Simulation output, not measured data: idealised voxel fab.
Process module name: voxel spacer lines
The width of the displayed cross-section, cut, is 190 nm; its cells are square, with a size of 5 nm.
A cross-section is a grid of square cells, given in bands from the top down. A band is one or more rows of cells. Read a band's entry like this: the first values are the height of its top and the height of its bottom in nm, and what follows is the sequence of materials from left to right, each with its width in nm. Note that "air" is empty space, and that a single material marked "everywhere" reaches across the band from edge to edge. Height 0 is the level under which the wafer as received is all one material. The lowest band goes on downwards, as in "0 nm and below". Think of "30 to 40" as a width that walks from the first number to the second as you go down the band, top row to bottom row, taking equal-sized steps from row to row. "everything unchanged" (step): cross-section cells unchanged, all of them. The entry titled "Closed void table" provides the empty spaces that have no open way to the top, restricted to those of 8 cells or more. Each is presented as width x height at distance, the distance being measured from the left edge, with all three in nm. Heads up: the bit after the settings on a step's line is the simulator's remark on that step. For masked steps, "overlay nm" on the step line gives how far right of plan the mask actually lay; a minus sign means it lay to the left. The remainder of this document consists of a sequence of paired cross-sections. Each pair presents the cross-section prior to one process step together with the cross-section following it, the latter being rendered only as deep as the lowest band that underwent change. The intervening step, together with its settings, is stated beneath each pair. Because the pairs may originate from different runs of this module on the same starting wafer, a given pair is to be read as continuing from the preceding pair only where its entry headed "Pre-step profile" so indicates.

-- Pre-step profile
50 nm to 20 nm = 60 nm aC / 15 nm air / 35 nm aC / 15 nm air / 65 nm aC
20 nm to 10 nm = TiN everywhere
10 nm to 0 nm = Al2O3 everywhere
0 nm and below = Si everywhere
Closed void table: none

-- Resultant Cross-Section
60 nm to 50 nm = SiN everywhere
50 nm to 20 nm = 60 nm aC / 15 nm SiN / 35 nm aC / 15 nm SiN / 65 nm aC
For the remainder of the cross-section, below 20, there is no change.
Closed void table: none
What is the step between the two cross-sections above? CONFORMAL_DEP | material SiN | thk nm 10

Pre-step profile: the wafer arrives at this step looking as the after cross-section in the pair just above shows it.

-- Resultant Cross-Section
50 nm to 20 nm = 60 nm aC / 15 nm SiN / 35 nm aC / 15 nm SiN / 65 nm aC
For the remainder of the cross-section, below 20, there is no change.
Closed void table: none
What is the step between the two cross-sections above? DIRECTIONAL_ETCH | etch materials SiN | depth nm 10

Pre-step profile: the wafer arrives at this step looking as the after cross-section in the pair just above shows it.

-- Resultant Cross-Section
50 nm to 20 nm = 60 nm air / 15 nm SiN / 35 nm air / 15 nm SiN / 65 nm air
For the remainder of the cross-section, below 20, there is no change.
Closed void table: none
What is the step between the two cross-sections above? STRIP | etch materials aC

Pre-step profile: the wafer arrives at this step looking as the after cross-section in the pair just above shows it.

-- Resultant Cross-Section
50 nm to 20 nm = 60 nm air / 15 nm SiN / 35 nm air / 15 nm SiN / 65 nm air
20 nm to 10 nm = 60 nm air / 15 nm TiN / 35 nm air / 15 nm TiN / 65 nm air
For the remainder of the cross-section, below 10, there is no change.
Closed void table: none
What is the step between the two cross-sections above? DIRECTIONAL_ETCH | etch materials TiN | depth nm 10

Pre-step profile: the wafer arrives at this step looking as the after cross-section in the pair just above shows it.

-- Resultant Cross-Section
20 nm to 10 nm = 60 nm air / 15 nm TiN / 35 nm air / 15 nm TiN / 65 nm air
For the remainder of the cross-section, below 10, there is no change.
Closed void table: none
What is the step between the two cross-sections above? STRIP | etch materials SiN
